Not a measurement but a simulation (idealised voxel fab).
Proc. module: voxel capacitor over wiring
Square cell edge 5 nm, section width 200 nm, ID cut.
Throughout this document, each cross-section is represented as a grid of square cells and is presented as a sequence of bands enumerated from the top downward, where a band comprises one or more rows of cells. A band entry consists of two parts. The first gives the height of the band's top and the height of its bottom, in nm. The rest lists the band's materials from left to right, each with its width in nm. A single material labelled with the word "everywhere" fills the band from edge to edge, and the word "blank" marks empty space. Basically, 0 is our baseline, since under it the wafer straight out of the box is all one material. The bottom band has no lower end and keeps on going down, so it looks like "top 0, no bottom". Width spec "30..40" -> top row of cells at first value, bottom row at second value, equal per-row change in between. For the purposes of this document, the phrase "remained the same" attached to a step denotes that no cell within the cross-section was modified by that step. "Closed cavity list" enumerates empty spaces isolated from the top, with no open way to it, that contain at least 8 cells, giving each as width x height at distance from the left edge, all three in nm. If you see something after the settings on a step's line, that's the simulator's own remark about that step. "overlay nm" on a masked step: distance the mask lay right of its planned place, negative for left.

PLANNED STEP LIST FOR THE PROCESS
1 RECEIVE (material Si)
2 CONFORMAL_DEP (material SiO2; thk nm 15)
3 CONFORMAL_DEP (material SiCN; thk nm 5)
4 DIRECTIONAL_DEP (material lowk; thk nm 20)
5 PATTERN (tone open; mask id METAL_1; material resist; width nm 30; pitch nm 80; thk nm 20; overlay nm 0)
6 DIRECTIONAL_ETCH (etch materials lowk; depth nm 20)
7 DIRECTIONAL_ETCH (etch materials SiCN; depth nm 5)
8 STRIP (etch materials resist)
9 CONFORMAL_DEP (material TiN; thk nm 5)
10 FILL_DEP (material Cu; thk nm 5)
11 CMP (height nm 40)
12 CONFORMAL_DEP (material SiCN; thk nm 5)
13 DIRECTIONAL_DEP (material lowk; thk nm 10)
14 MASKED_ETCH (tone open; mask id PLUG_1; width nm 15; etch materials lowk; depth nm 10; overlay nm 0)
15 MASKED_ETCH (tone open; mask id PLUG_1; width nm 15; etch materials SiCN; depth nm 5; overlay nm 0)
16 EPI (material Ru; thk nm 10)
17 EPI (material Ru; thk nm 5)
18 DIRECTIONAL_DEP (material TiN; thk nm 10)
19 DIRECTIONAL_DEP (material Al2O3; thk nm 5)
20 DIRECTIONAL_DEP (material TiN; thk nm 5)
21 PATTERN (tone cover; mask id UPPER_PLATE; material resist; width nm 55; thk nm 15; overlay nm 0)
22 DIRECTIONAL_ETCH (etch materials TiN; depth nm 5)
23 DIRECTIONAL_ETCH (etch materials Al2O3; depth nm 5)
24 STRIP (etch materials resist)
25 MASKED_ETCH (tone cover; mask id LOWER_PLATE; width nm 65; etch materials TiN; depth nm 10; overlay nm 0)
26 FILL_DEP (material SiO2; thk nm 15)
27 CMP (height nm 85)
28 PATTERN (tone open; mask id PLUG_2; material resist; width nm 15; thk nm 15; overlay nm 0)
29 DIRECTIONAL_ETCH (etch materials SiO2; depth nm 10)
30 STRIP (etch materials resist)
31 CONFORMAL_DEP (material TiN; thk nm 5)
32 FILL_DEP (material W; thk nm 10)
33 CMP (height nm 85)
34 CONFORMAL_DEP (material SiN; thk nm 5)

WHAT FOLLOWS COVERS THE FIRST OF TWO WAFERS; IT RAN AS PLANNED

CROSS-SECTION OF THE WAFER UPON ARRIVAL, REPRESENTING THE STATE REACHED AFTER STEP 1
> top 0, no bottom: Si everywhere
> Closed cavity list: none

CROSS-SECTION OF THE WAFER SUBSEQUENT TO STEP 2
> top 15, bottom 0: SiO2 everywhere
> At heights below 0, the structure remains unaltered.

CROSS-SECTION OF THE WAFER SUBSEQUENT TO STEP 3
> top 20, bottom 15: SiCN everywhere
> At heights below 15, the structure remains unaltered.

CROSS-SECTION OF THE WAFER SUBSEQUENT TO STEP 4
> top 40, bottom 20: lowk everywhere
> At heights below 20, the structure remains unaltered.

CROSS-SECTION OF THE WAFER SUBSEQUENT TO STEP 5
> top 60, bottom 40: resist 45 / blank 30 / resist 50 / blank 30 / resist 45
> At heights below 40, the structure remains unaltered.

CROSS-SECTION OF THE WAFER SUBSEQUENT TO STEP 6
> top 60, bottom 40: resist 45 / blank 30 / resist 50 / blank 30 / resist 45
> top 40, bottom 20: lowk 45 / blank 30 / lowk 50 / blank 30 / lowk 45
> At heights below 20, the structure remains unaltered.

CROSS-SECTION OF THE WAFER SUBSEQUENT TO STEP 7
> top 60, bottom 40: resist 45 / blank 30 / resist 50 / blank 30 / resist 45
> top 40, bottom 20: lowk 45 / blank 30 / lowk 50 / blank 30 / lowk 45
> top 20, bottom 15: SiCN 45 / blank 30 / SiCN 50 / blank 30 / SiCN 45
> At heights below 15, the structure remains unaltered.

CROSS-SECTION OF THE WAFER SUBSEQUENT TO STEP 8
> top 40, bottom 20: lowk 45 / blank 30 / lowk 50 / blank 30 / lowk 45
> At heights below 20, the structure remains unaltered.

CROSS-SECTION OF THE WAFER SUBSEQUENT TO STEP 9
> top 45, bottom 40: TiN 50 / blank 20 / TiN 60 / blank 20 / TiN 50
> top 40, bottom 20: lowk 45 / TiN 5 / blank 20 / TiN 5 / lowk 50 / TiN 5 / blank 20 / TiN 5 / lowk 45
> top 20, bottom 15: SiCN 45 / TiN 30 / SiCN 50 / TiN 30 / SiCN 45
> At heights below 15, the structure remains unaltered.

CROSS-SECTION OF THE WAFER SUBSEQUENT TO STEP 10
> top 50, bottom 45: Cu everywhere
> top 45, bottom 40: TiN 50 / Cu 20 / TiN 60 / Cu 20 / TiN 50
> top 40, bottom 20: lowk 45 / TiN 5 / Cu 20 / TiN 5 / lowk 50 / TiN 5 / Cu 20 / TiN 5 / lowk 45
> At heights below 20, the structure remains unaltered.

CROSS-SECTION OF THE WAFER SUBSEQUENT TO STEP 11
> top 40, bottom 20: lowk 45 / TiN 5 / Cu 20 / TiN 5 / lowk 50 / TiN 5 / Cu 20 / TiN 5 / lowk 45
> At heights below 20, the structure remains unaltered.

CROSS-SECTION OF THE WAFER SUBSEQUENT TO STEP 12
> top 45, bottom 40: SiCN everywhere
> At heights below 40, the structure remains unaltered.

CROSS-SECTION OF THE WAFER SUBSEQUENT TO STEP 13
> top 55, bottom 45: lowk everywhere
> At heights below 45, the structure remains unaltered.

CROSS-SECTION OF THE WAFER SUBSEQUENT TO STEP 14
> top 55, bottom 45: lowk 60 / blank 15 / lowk 125
> At heights below 45, the structure remains unaltered.

CROSS-SECTION OF THE WAFER SUBSEQUENT TO STEP 15
> top 55, bottom 45: lowk 60 / blank 15 / lowk 125
> top 45, bottom 40: SiCN 60 / blank 15 / SiCN 125
> At heights below 40, the structure remains unaltered.

CROSS-SECTION OF THE WAFER SUBSEQUENT TO STEP 16
> top 55, bottom 50: lowk 60 / blank 15 / lowk 125
> top 50, bottom 45: lowk 60 / Ru 15 / lowk 125
> top 45, bottom 40: SiCN 60 / Ru 15 / SiCN 125
> At heights below 40, the structure remains unaltered.

CROSS-SECTION OF THE WAFER SUBSEQUENT TO STEP 17
> top 55, bottom 45: lowk 60 / Ru 15 / lowk 125
> At heights below 45, the structure remains unaltered.

CROSS-SECTION OF THE WAFER SUBSEQUENT TO STEP 18
> top 65, bottom 55: TiN everywhere
> At heights below 55, the structure remains unaltered.

CROSS-SECTION OF THE WAFER SUBSEQUENT TO STEP 19
> top 70, bottom 65: Al2O3 everywhere
> At heights below 65, the structure remains unaltered.

CROSS-SECTION OF THE WAFER SUBSEQUENT TO STEP 20
> top 75, bottom 70: TiN everywhere
> At heights below 70, the structure remains unaltered.

CROSS-SECTION OF THE WAFER SUBSEQUENT TO STEP 21
> top 90, bottom 75: blank 60 / resist 55 / blank 85
> At heights below 75, the structure remains unaltered.

CROSS-SECTION OF THE WAFER SUBSEQUENT TO STEP 22
> top 90, bottom 75: blank 60 / resist 55 / blank 85
> top 75, bottom 70: blank 60 / TiN 55 / blank 85
> At heights below 70, the structure remains unaltered.

CROSS-SECTION OF THE WAFER SUBSEQUENT TO STEP 23
> top 90, bottom 75: blank 60 / resist 55 / blank 85
> top 75, bottom 70: blank 60 / TiN 55 / blank 85
> top 70, bottom 65: blank 60 / Al2O3 55 / blank 85
> At heights below 65, the structure remains unaltered.

CROSS-SECTION OF THE WAFER SUBSEQUENT TO STEP 24
> top 75, bottom 70: blank 60 / TiN 55 / blank 85
> At heights below 70, the structure remains unaltered.

CROSS-SECTION OF THE WAFER SUBSEQUENT TO STEP 25
> top 75, bottom 70: blank 60 / TiN 55 / blank 85
> top 70, bottom 65: blank 60 / Al2O3 55 / blank 85
> top 65, bottom 55: blank 55 / TiN 65 / blank 80
> At heights below 55, the structure remains unaltered.

CROSS-SECTION OF THE WAFER SUBSEQUENT TO STEP 26
> top 90, bottom 75: SiO2 everywhere
> top 75, bottom 70: SiO2 60 / TiN 55 / SiO2 85
> top 70, bottom 65: SiO2 60 / Al2O3 55 / SiO2 85
> top 65, bottom 55: SiO2 55 / TiN 65 / SiO2 80
> At heights below 55, the structure remains unaltered.

CROSS-SECTION OF THE WAFER SUBSEQUENT TO STEP 27
> top 85, bottom 75: SiO2 everywhere
> At heights below 75, the structure remains unaltered.

CROSS-SECTION OF THE WAFER SUBSEQUENT TO STEP 28
> top 100, bottom 85: resist 70 / blank 15 / resist 115
> At heights below 85, the structure remains unaltered.

CROSS-SECTION OF THE WAFER SUBSEQUENT TO STEP 29
> top 100, bottom 85: resist 70 / blank 15 / resist 115
> top 85, bottom 75: SiO2 70 / blank 15 / SiO2 115
> At heights below 75, the structure remains unaltered.

CROSS-SECTION OF THE WAFER SUBSEQUENT TO STEP 30
> top 85, bottom 75: SiO2 70 / blank 15 / SiO2 115
> At heights below 75, the structure remains unaltered.

CROSS-SECTION OF THE WAFER SUBSEQUENT TO STEP 31
> top 90, bottom 85: TiN 75 / blank 5 / TiN 120
> top 85, bottom 80: SiO2 70 / TiN 5 / blank 5 / TiN 5 / SiO2 115
> top 80, bottom 70: SiO2 70..60 / TiN 15..55 / SiO2 115..85
> At heights below 70, the structure remains unaltered.

CROSS-SECTION OF THE WAFER SUBSEQUENT TO STEP 32
> top 100, bottom 90: W everywhere
> top 90, bottom 85: TiN 75 / W 5 / TiN 120
> top 85, bottom 80: SiO2 70 / TiN 5 / W 5 / TiN 5 / SiO2 115
> At heights below 80, the structure remains unaltered.

CROSS-SECTION OF THE WAFER SUBSEQUENT TO STEP 33
> top 85, bottom 80: SiO2 70 / TiN 5 / W 5 / TiN 5 / SiO2 115
> At heights below 80, the structure remains unaltered.

CROSS-SECTION OF THE WAFER SUBSEQUENT TO STEP 34
> top 90, bottom 85: SiN everywhere
> At heights below 85, the structure remains unaltered.

COMPANION WAFER, THE SECOND OF TWO: SAME BEGINNING, SAME INTENDED SEQUENCE, ONE MISTAKE IN CARRYING IT OUT; THROUGH STEP 32 INCLUSIVE IT TRACKS THE FIRST EXACTLY

CROSS-SECTION, SECOND WAFER, AT THE END TIME THE PLAN GIVES FOR STEP 33
> top 95, bottom 90: W everywhere
> At heights below 90, the structure remains unaltered.

CROSS-SECTION, SECOND WAFER, AT THE END TIME THE PLAN GIVES FOR STEP 34
> top 100, bottom 95: SiN everywhere
> At heights below 95, the structure remains unaltered.
Short version of what went wrong: step 33 went in with a setting other than planned; the actual run was CMP (height nm 95)
End check, counted in cells, second wafer has more or fewer of these materials than the first: TiN: 39 more | W: 41 more
